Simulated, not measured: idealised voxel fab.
The document below concerns the process module designated voxel released beams.
Section shown: cut. Width: 140 nm. Cell size: 5 nm, square.
A cross-section in this document is a grid of square cells, and it is written down as bands, the top band listed before the ones below it; a band is made up of one or more rows of cells.
First you get the band's top height and its bottom height, in nm, and then the materials it's made of, left to right, with each width in nm. If you see a single material with "throughout", that one covers the band edge to edge. "blank" is empty space.
Heights are expressed relative to 0, this being the level below which the as-received wafer comprises one material exclusively. The lowest band is unbounded in the downward direction and is denoted as in "0..down".
Width spec "30->40" -> top row of cells at first value, bottom row at second value, equal per-row change in between.
Reading "identical to before" for a step: not a cell of the cross-section changed in it.
Listed closed voids: empty space of 8 cells or more with no open way to the top, each as width x height at its distance from the left edge, in nm
Whatever follows a step's settings on its line is a remark the simulator itself makes about that step.
overlay nm: step with mask; distance mask lay right of planned place; negative value = left of planned place.

These are the steps we planned for the process:
step 1: RECEIVE with material Si
step 2: CONFORMAL_DEP with material SiN, thk nm 5
step 3: DIRECTIONAL_DEP with material SiO2, thk nm 10
step 4: DIRECTIONAL_DEP with material aC, thk nm 15
step 5: PATTERN with tone open, mask id ANCHOR, material resist, width nm 25, thk nm 30, overlay nm 0
step 6: DIRECTIONAL_ETCH with etch materials aC, depth nm 15
step 7: STRIP with etch materials resist
step 8: DIRECTIONAL_ETCH with etch materials SiO2, depth nm 10
step 9: STRIP with etch materials aC
step 10: CONFORMAL_DEP with material W, thk nm 10
step 11: MASKED_ETCH with tone cover, mask id BEAM, width nm 70, etch materials W, depth nm 10, overlay nm 0
step 12: STRIP with etch materials SiO2

The cross-section here shows the wafer as received, i.e. in its state after step 1:
    0..down = Si throughout
    Listed closed voids: none

The cross-section shown corresponds to the wafer at the conclusion of the module. The initial structure and the process plan are those presented above; however, one mistake occurred in executing the plan:
    25..15 = blank (30)  W (70)  blank (40)
    15..10 = SiN throughout
    10..0 = SiO2 throughout
    0..down = Si throughout
    Listed closed voids: none
What broke from the plan during processing? steps 2 and 3 were swapped
